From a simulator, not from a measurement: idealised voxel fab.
A process module follows: voxel trench capacitor.
Square cells of 5 nm make up the cross-section cut, whose width is 295 nm.
A cross-section is a grid of square cells, given in bands from the top down. A band is one or more rows of cells. A band entry consists of two parts. The first gives the height of the band's top and the height of its bottom, in nm. The rest lists the band's materials from left to right, each with its width in nm. A single material labelled with the word "full width" fills the band from edge to edge, and the word "blank" marks empty space. Where do heights start? At 0: under that level the wafer as delivered is made of one material only. And the lowest band has no floor; it just carries on downward, as in "from 0 down". The expression "30->40" gives the width at the extremes of the band, the first number at its top row of cells and the second at its bottom row, with the width changing by equal amounts from each row to the next in between. Step marked "everything unchanged"? Then no cell in the cross-section changed in it. If an empty space has no open way to the top and is at least 8 cells in size, "Closed voids list" lists it, written width x height at distance, where distance is measured from the left edge and every value is in nm. Formally, on a step line, whatever follows the settings is a remark that the simulator itself makes on the step. For masked steps, "overlay nm" on the step line gives how far right of plan the mask actually lay; a minus sign means it lay to the left.

Planned step list for the process:
1 RECEIVE with material Si
2 CONFORMAL_DEP with material SiN, thk nm 5
3 MASKED_ETCH with tone open, mask id TRENCH, width nm 20, pitch nm 50, etch materials SiN, depth nm 5, overlay nm 0
4 MASKED_ETCH with tone open, mask id TRENCH, width nm 20, pitch nm 50, etch materials Si, depth nm 30, overlay nm 0
5 CONFORMAL_DEP with material SiO2, thk nm 5
6 FILL_DEP with material polySi, thk nm 10
7 CMP with height nm 5

Cross-section: wafer on arrival = after step 1:
  from 0 down: Si full width
  Closed voids list: none

Wafer cross-section at module end: first of two, run to plan:
  from 5 to 0: 85 of SiN, 5 of SiO2, 10 of polySi, 5 of SiO2, 30 of SiN, 5 of SiO2, 10 of polySi, 5 of SiO2, 30 of SiN, 5 of SiO2, 10 of polySi, 5 of SiO2, 90 of SiN
  from 0 to -25: 85 of Si, 5 of SiO2, 10 of polySi, 5 of SiO2, 30 of Si, 5 of SiO2, 10 of polySi, 5 of SiO2, 30 of Si, 5 of SiO2, 10 of polySi, 5 of SiO2, 90 of Si
  from -25 to -30: 85 of Si, 20 of SiO2, 30 of Si, 20 of SiO2, 30 of Si, 20 of SiO2, 90 of Si
  from -30 down: Si full width
  Closed voids list: none

End-of-module cross-section of the second wafer: identical starting point and process plan to the first, with one processing mistake:
  from 5 to 0: 85 of SiN, 5 of SiO2, 5 of polySi, 10 of SiO2, 30 of SiN, 5 of SiO2, 5 of polySi, 10 of SiO2, 30 of SiN, 5 of SiO2, 5 of polySi, 10 of SiO2, 90 of SiN
  from 0 to -25: 85 of Si, 5 of SiO2, 5 of polySi, 5 of SiO2, 35 of Si, 5 of SiO2, 5 of polySi, 5 of SiO2, 35 of Si, 5 of SiO2, 5 of polySi, 5 of SiO2, 95 of Si
  from -25 to -30: 85 of Si, 15 of SiO2, 35 of Si, 15 of SiO2, 35 of Si, 15 of SiO2, 95 of Si
  from -30 down: Si full width
  Closed voids list: none
The plan and the run diverged here: step 4 ran with different settings than intended, the actual operation and settings being MASKED_ETCH with tone open, mask id TRENCH, width nm 20, pitch nm 50, etch materials Si, depth nm 30, overlay nm -5
Per the end-of-run cell counts, the second wafer holds more or fewer of some materials than the first: 18 more of Si; 18 fewer of polySi
